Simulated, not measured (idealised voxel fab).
You're looking at the process module voxel capacitor over wiring.
160 nm wide, 5 nm square cells: that's cross-section cut.
Bands, listed from the top down, are how a cross-section gets written in this document; the cross-section itself is a grid of square cells, and a band is one or more rows of them. Per band: top height and bottom height in nm, followed by the left-to-right materials and their widths in nm; "edge to edge" marks a single material spanning edge to edge, "air" marks empty space. Convention: height 0 is the level below which the wafer, as received, is all one material. The lowest band does not terminate at the bottom but continues downward, represented as "from 0 down". The width entry "30->40" should be interpreted row by row: the top row of cells in the band takes the first number, the bottom row takes the second number, and the change between adjacent rows is uniform throughout. "no change occurred" (step): cross-section cells unchanged, all of them. "Voids, sealed" lists enclosed empty spaces (at least 8 cells, no open path upward to the top), each as width x height at distance from the left edge, in nm. What comes after the settings on a step's line is commentary from the simulator itself on that step. Among the settings permitted on a step's line is "overlay nm"; applied to a step with a mask, it specifies the extent to which the mask lay to the right of its planned position, whereas a negative figure signifies a position to the left.
THE FOLLOWING LIST GIVES THE PLANNED PROCESS STEPS
| 1 | RECEIVE [material Si] |
| 2 | CONFORMAL_DEP [material SiO2] [thk nm 15] |
| 3 | CONFORMAL_DEP [material SiCN] [thk nm 5] |
| 4 | DIRECTIONAL_DEP [material lowk] [thk nm 15] |
| 5 | PATTERN [tone open] [mask id METAL_1] [material resist] [width nm 30] [pitch nm 95] [thk nm 20] [overlay nm 0] |
| 6 | DIRECTIONAL_ETCH [etch materials lowk] [depth nm 15] |
| 7 | DIRECTIONAL_ETCH [etch materials SiCN] [depth nm 5] |
| 8 | STRIP [etch materials resist] |
| 9 | CONFORMAL_DEP [material TiN] [thk nm 5] |
| 10 | FILL_DEP [material Ru] [thk nm 10] |
| 11 | CMP [height nm 35] |
| 12 | CONFORMAL_DEP [material SiCN] [thk nm 5] |
| 13 | DIRECTIONAL_DEP [material lowk] [thk nm 10] |
| 14 | MASKED_ETCH [tone open] [mask id PLUG_1] [width nm 15] [etch materials lowk] [depth nm 10] [overlay nm 0] |
| 15 | MASKED_ETCH [tone open] [mask id PLUG_1] [width nm 15] [etch materials SiCN] [depth nm 5] [overlay nm 0] |
| 16 | EPI [material Ru] [thk nm 10] |
| 17 | EPI [material Ru] [thk nm 5] |
| 18 | DIRECTIONAL_DEP [material TiN] [thk nm 5] |
| 19 | DIRECTIONAL_DEP [material Al2O3] [thk nm 5] |
| 20 | DIRECTIONAL_DEP [material TiN] [thk nm 10] |
| 21 | MASKED_ETCH [tone cover] [mask id UPPER_PLATE] [width nm 70] [etch materials TiN] [depth nm 10] [overlay nm 0] |
| 22 | MASKED_ETCH [tone cover] [mask id UPPER_PLATE] [width nm 70] [etch materials Al2O3] [depth nm 5] [overlay nm 0] |
| 23 | PATTERN [tone cover] [mask id LOWER_PLATE] [material resist] [width nm 80] [thk nm 20] [overlay nm 0] |
| 24 | DIRECTIONAL_ETCH [etch materials TiN] [depth nm 5] |
| 25 | STRIP [etch materials resist] |
| 26 | FILL_DEP [material SiO2] [thk nm 15] |
| 27 | CMP [height nm 80] |
| 28 | PATTERN [tone open] [mask id PLUG_2] [material resist] [width nm 15] [thk nm 15] [overlay nm 0] |
| 29 | DIRECTIONAL_ETCH [etch materials SiO2] [depth nm 10] |
| 30 | STRIP [etch materials resist] |
| 31 | CONFORMAL_DEP [material TiN] [thk nm 5] |
| 32 | FILL_DEP [material Cu] [thk nm 10] |
| 33 | CMP [height nm 80] |
| 34 | CONFORMAL_DEP [material SiN] [thk nm 5] |
AS-RECEIVED STATE OF THE WAFER IN CROSS-SECTION, EQUIVALENT TO POST-STEP 1
from 0 down: Si edge to edge
Voids, sealed: none
FIRST OF TWO WAFERS AT THE END OF THE MODULE, SHOWN IN CROSS-SECTION; RUN CARRIED OUT AS PLANNED
from 85 to 80: SiN edge to edge
from 80 to 75: SiO2=40 | TiN=5 | Cu=5 | TiN=5 | SiO2=105
from 75 to 70: SiO2=40 | TiN=15 | SiO2=105
from 70 to 60: SiO2=30 | TiN=70 | SiO2=60
from 60 to 55: SiO2=30 | Al2O3=70 | SiO2=60
from 55 to 50: SiO2=25 | TiN=80 | SiO2=55
from 50 to 40: lowk=30 | Ru=15 | lowk=115
from 40 to 35: SiCN=30 | Ru=15 | SiCN=115
from 35 to 20: lowk=15 | TiN=5 | Ru=20 | TiN=5 | lowk=65 | TiN=5 | Ru=20 | TiN=5 | lowk=20
from 20 to 15: SiCN=15 | TiN=30 | SiCN=65 | TiN=30 | SiCN=20
from 15 to 0: SiO2 edge to edge
from 0 down: Si edge to edge
Voids, sealed: none
THIS CROSS-SECTION BELONGS TO THE SECOND WAFER OF TWO AT THE END OF THE MODULE; THE START AND THE PLAN WERE SHARED WITH THE FIRST, AND THE RUN INCLUDED ONE MISTAKE
from 95 to 90: SiN edge to edge
from 90 to 85: Cu edge to edge
from 85 to 80: TiN=45 | Cu=5 | TiN=110
from 80 to 75: SiO2=40 | TiN=5 | Cu=5 | TiN=5 | SiO2=105
from 75 to 70: SiO2=40 | TiN=15 | SiO2=105
from 70 to 60: SiO2=30 | TiN=70 | SiO2=60
from 60 to 55: SiO2=30 | Al2O3=70 | SiO2=60
from 55 to 50: SiO2=25 | TiN=80 | SiO2=55
from 50 to 40: lowk=30 | Ru=15 | lowk=115
from 40 to 35: SiCN=30 | Ru=15 | SiCN=115
from 35 to 20: lowk=15 | TiN=5 | Ru=20 | TiN=5 | lowk=65 | TiN=5 | Ru=20 | TiN=5 | lowk=20
from 20 to 15: SiCN=15 | TiN=30 | SiCN=65 | TiN=30 | SiCN=20
from 15 to 0: SiO2 edge to edge
from 0 down: Si edge to edge
Voids, sealed: none
Here's what went sideways: in deviation from the planned setting, step 33 was conducted as CMP [height nm 90]
Final tally in cells, some materials are higher or lower on the second wafer than on the first: Cu: 33 more, TiN: 31 more
